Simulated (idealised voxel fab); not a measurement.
The document below concerns the process module designated voxel wiring stack.
This is section cut - it's 235 nm across, gridded in 5 nm square cells.
Notation: cross-section as square-cell grid; stated in bands, top first, going down; one or more cell rows per band.
For a band, the entry starts with two heights in nm, that of the top and then that of the bottom, and carries on with the band's materials in order from left to right, each alongside its width in nm; the word "throughout" beside a single material means it fills the band edge to edge, and "blank" means empty space.
The level at which height equals 0 is the one under which the wafer, as it arrives, is entirely one material. No lower edge exists for the bottom band, which continues downward and is notated as in "0 down".
Width: "30..40" (first number = top row, second number = bottom row, same change from row to row of cells).
What does "no alterations made" mean for a step? It means no cell of the cross-section changed in that step.
Reported under the label "Sealed void inventory" are the empty spaces having no open way to the top and comprising 8 cells or more; the notation for each is width x height at distance, in which the distance is measured from the left edge and all three values are in nm.
Read whatever lies past the settings on a step's line as the simulator's own remark about the step.
The optional step-line setting "overlay nm" applies to steps with a mask and quantifies how far to the right of its planned location the mask lay, a negative value indicating leftward placement.

# The planned process steps are enumerated hereunder
| 1 | RECEIVE, material Si |
| 2 | CONFORMAL_DEP, material SiO2, thk nm 10 |
| 3 | DIRECTIONAL_DEP, material TiN, thk nm 5 |
| 4 | DIRECTIONAL_DEP, material W, thk nm 20 |
| 5 | PATTERN, tone cover, mask id METAL_1, material resist, width nm 30, pitch nm 45, thk nm 20, overlay nm 0 |
| 6 | DIRECTIONAL_ETCH, etch materials W, depth nm 20 |
| 7 | DIRECTIONAL_ETCH, etch materials TiN, depth nm 5 |
| 8 | STRIP, etch materials resist |
| 9 | FILL_DEP, material lowk, thk nm 5 |
| 10 | CMP, height nm 35 |
| 11 | CONFORMAL_DEP, material SiCN, thk nm 5 |
| 12 | DIRECTIONAL_DEP, material SiO2, thk nm 20 |
| 13 | DIRECTIONAL_DEP, material aC, thk nm 15 |
| 14 | PATTERN, tone open, mask id PLUG_1, material resist, width nm 15, pitch nm 45, thk nm 35, overlay nm -15 |
| 15 | DIRECTIONAL_ETCH, etch materials aC, depth nm 15 |
| 16 | STRIP, etch materials resist |
| 17 | DIRECTIONAL_ETCH, etch materials SiO2, depth nm 20 |
| 18 | DIRECTIONAL_ETCH, etch materials SiCN, depth nm 5 |
| 19 | STRIP, etch materials aC |
| 20 | CONFORMAL_DEP, material TiN, thk nm 5 |
| 21 | FILL_DEP, material W, thk nm 10 |
| 22 | CMP, height nm 60 |
| 23 | CONFORMAL_DEP, material SiCN, thk nm 5 |
| 24 | DIRECTIONAL_DEP, material lowk, thk nm 20 |
| 25 | PATTERN, tone open, mask id METAL_2, material resist, width nm 30, pitch nm 45, thk nm 15, overlay nm 0 |
| 26 | DIRECTIONAL_ETCH, etch materials lowk, depth nm 20 |
| 27 | DIRECTIONAL_ETCH, etch materials SiCN, depth nm 5 |
| 28 | STRIP, etch materials resist |
| 29 | CONFORMAL_DEP, material TiN, thk nm 5 |
| 30 | FILL_DEP, material Cu, thk nm 5 |
| 31 | CMP, height nm 85 |
| 32 | CONFORMAL_DEP, material SiCN, thk nm 5 |
| 33 | DIRECTIONAL_DEP, material SiO2, thk nm 30 |
| 34 | PATTERN, tone open, mask id METAL_3, material resist, width nm 30, pitch nm 45, thk nm 15, overlay nm 0 |
| 35 | DIRECTIONAL_ETCH, etch materials SiO2, depth nm 20 |
| 36 | STRIP, etch materials resist |
| 37 | PATTERN, tone open, mask id METAL_3_HOLES, material resist, width nm 15, pitch nm 90, thk nm 20, overlay nm 0 |
| 38 | DIRECTIONAL_ETCH, etch materials SiO2, depth nm 10 |
| 39 | DIRECTIONAL_ETCH, etch materials SiCN, depth nm 5 |
| 40 | STRIP, etch materials resist |
| 41 | CONFORMAL_DEP, material TiN, thk nm 5 |
| 42 | FILL_DEP, material Cu, thk nm 5 |
| 43 | CMP, height nm 120 |
| 44 | CONFORMAL_DEP, material SiCN, thk nm 5 |
| 45 | DIRECTIONAL_DEP, material lowk, thk nm 30 |
| 46 | PATTERN, tone open, mask id METAL_4, material resist, width nm 30, pitch nm 45, thk nm 20, overlay nm 0 |
| 47 | DIRECTIONAL_ETCH, etch materials lowk, depth nm 15 |
| 48 | STRIP, etch materials resist |
| 49 | MASKED_ETCH, tone open, mask id METAL_4_HOLES, width nm 15, pitch nm 45, etch materials lowk, depth nm 15, overlay nm 0 |
| 50 | MASKED_ETCH, tone open, mask id METAL_4_HOLES, width nm 15, pitch nm 45, etch materials SiCN, depth nm 5, overlay nm 0 |
| 51 | CONFORMAL_DEP, material TiN, thk nm 5 |
| 52 | FILL_DEP, material Cu, thk nm 10 |
| 53 | CMP, height nm 155 |
| 54 | CONFORMAL_DEP, material SiN, thk nm 5 |
It is noted that the wafers described herein are identical at the outset and are distinguished by the overlay nm of step 14; the value stated in the plan corresponds to the first wafer.

# first wafer as received, after step 1
- 0 down = Si throughout
- Sealed void inventory: none

# Post step 54, the closing step of the module: first of several wafers, cross-sectioned
- 160 to 155 = SiN throughout
- 155 to 145 = lowk (55) / TiN (5) / Cu (20) / TiN (5) / lowk (15) / TiN (5) / Cu (20) / TiN (5) / lowk (15) / TiN (5) / Cu (20) / TiN (5) / lowk (60)
- 145 to 140 = lowk (55) / TiN (5) / Cu (5) / TiN (20) / lowk (15) / TiN (5) / Cu (5) / TiN (20) / lowk (15) / TiN (5) / Cu (5) / TiN (20) / lowk (60)
- 140 to 125 = lowk (55) / TiN (5) / Cu (5) / TiN (5) / lowk (30) / TiN (5) / Cu (5) / TiN (5) / lowk (30) / TiN (5) / Cu (5) / TiN (5) / lowk (75)
- 125 to 120 = SiCN (55) / TiN (15) / SiCN (30) / TiN (15) / SiCN (30) / TiN (15) / SiCN (75)
- 120 to 105 = SiO2 (55) / TiN (5) / Cu (20) / TiN (5) / SiO2 (15) / TiN (5) / Cu (20) / TiN (5) / SiO2 (15) / TiN (5) / Cu (20) / TiN (5) / SiO2 (60)
- 105 to 100 = SiO2 (55) / TiN (5) / Cu (5) / TiN (20) / SiO2 (15) / TiN (30) / SiO2 (15) / TiN (5) / Cu (5) / TiN (20) / SiO2 (60)
- 100 to 90 = SiO2 (55) / TiN (5) / Cu (5) / TiN (5) / SiO2 (75) / TiN (5) / Cu (5) / TiN (5) / SiO2 (75)
- 90 to 85 = SiCN (55) / TiN (15) / SiCN (75) / TiN (15) / SiCN (75)
- 85 to 65 = lowk (55) / TiN (5) / Cu (20) / TiN (5) / lowk (15) / TiN (5) / Cu (20) / TiN (5) / lowk (15) / TiN (5) / Cu (20) / TiN (5) / lowk (60)
- 65 to 60 = SiCN (55) / TiN (30) / SiCN (15) / TiN (30) / SiCN (15) / TiN (30) / SiCN (60)
- 60 to 40 = SiO2 (40) / TiN (5) / W (5) / TiN (5) / SiO2 (30) / TiN (5) / W (5) / TiN (5) / SiO2 (30) / TiN (5) / W (5) / TiN (5) / SiO2 (90)
- 40 to 35 = SiCN (40) / TiN (15) / SiCN (30) / TiN (15) / SiCN (30) / TiN (15) / SiCN (90)
- 35 to 15 = lowk (55) / W (30) / lowk (15) / W (30) / lowk (15) / W (30) / lowk (60)
- 15 to 10 = lowk (55) / TiN (30) / lowk (15) / TiN (30) / lowk (15) / TiN (30) / lowk (60)
- 10 to 0 = SiO2 throughout
- 0 down = Si throughout
- Sealed void inventory: none

# Cross-sectional depiction of the last of several wafers upon completion of the module
- 160 to 155 = SiN throughout
- 155 to 145 = lowk (55) / TiN (5) / Cu (20) / TiN (5) / lowk (15) / TiN (5) / Cu (20) / TiN (5) / lowk (15) / TiN (5) / Cu (20) / TiN (5) / lowk (60)
- 145 to 140 = lowk (55) / TiN (5) / Cu (5) / TiN (20) / lowk (15) / TiN (5) / Cu (5) / TiN (20) / lowk (15) / TiN (5) / Cu (5) / TiN (20) / lowk (60)
- 140 to 125 = lowk (55) / TiN (5) / Cu (5) / TiN (5) / lowk (30) / TiN (5) / Cu (5) / TiN (5) / lowk (30) / TiN (5) / Cu (5) / TiN (5) / lowk (75)
- 125 to 120 = SiCN (55) / TiN (15) / SiCN (30) / TiN (15) / SiCN (30) / TiN (15) / SiCN (75)
- 120 to 105 = SiO2 (55) / TiN (5) / Cu (20) / TiN (5) / SiO2 (15) / TiN (5) / Cu (20) / TiN (5) / SiO2 (15) / TiN (5) / Cu (20) / TiN (5) / SiO2 (60)
- 105 to 100 = SiO2 (55) / TiN (5) / Cu (5) / TiN (20) / SiO2 (15) / TiN (30) / SiO2 (15) / TiN (5) / Cu (5) / TiN (20) / SiO2 (60)
- 100 to 90 = SiO2 (55) / TiN (5) / Cu (5) / TiN (5) / SiO2 (75) / TiN (5) / Cu (5) / TiN (5) / SiO2 (75)
- 90 to 85 = SiCN (55) / TiN (15) / SiCN (75) / TiN (15) / SiCN (75)
- 85 to 65 = lowk (55) / TiN (5) / Cu (20) / TiN (5) / lowk (15) / TiN (5) / Cu (20) / TiN (5) / lowk (15) / TiN (5) / Cu (20) / TiN (5) / lowk (60)
- 65 to 60 = SiCN (55) / TiN (30) / SiCN (15) / TiN (30) / SiCN (15) / TiN (30) / SiCN (60)
- 60 to 40 = SiO2 (70) / TiN (5) / W (5) / TiN (5) / SiO2 (30) / TiN (5) / W (5) / TiN (5) / SiO2 (30) / TiN (5) / W (5) / TiN (5) / SiO2 (60)
- 40 to 35 = SiCN (70) / TiN (15) / SiCN (30) / TiN (15) / SiCN (30) / TiN (15) / SiCN (60)
- 35 to 15 = lowk (55) / W (30) / lowk (15) / W (30) / lowk (15) / W (30) / lowk (60)
- 15 to 10 = lowk (55) / TiN (30) / lowk (15) / TiN (30) / lowk (15) / TiN (30) / lowk (60)
- 10 to 0 = SiO2 throughout
- 0 down = Si throughout
- Sealed void inventory: none

# Quick key for the table: a row per wafer, taken at the end of the module. For each material it tells you how many cells the wafer gained (+) or lost (-) since it came in, and the closed voids come after
overlay nm -15, +126 Cu, +146 SiCN, +47 SiN, +444 SiO2, +195 TiN, +84 W, +462 lowk, Sealed void inventory: none
overlay nm -10, +126 Cu, +146 SiCN, +47 SiN, +444 SiO2, +195 TiN, +84 W, +462 lowk, Sealed void inventory: none
overlay nm -5, +126 Cu, +146 SiCN, +47 SiN, +444 SiO2, +195 TiN, +84 W, +462 lowk, Sealed void inventory: none
overlay nm 0, +126 Cu, +146 SiCN, +47 SiN, +444 SiO2, +195 TiN, +84 W, +462 lowk, Sealed void inventory: none
overlay nm 5, +126 Cu, +146 SiCN, +47 SiN, +444 SiO2, +195 TiN, +84 W, +462 lowk, Sealed void inventory: none
overlay nm 10, +126 Cu, +146 SiCN, +47 SiN, +444 SiO2, +195 TiN, +84 W, +462 lowk, Sealed void inventory: none
overlay nm 15, +126 Cu, +146 SiCN, +47 SiN, +444 SiO2, +195 TiN, +84 W, +462 lowk, Sealed void inventory: none
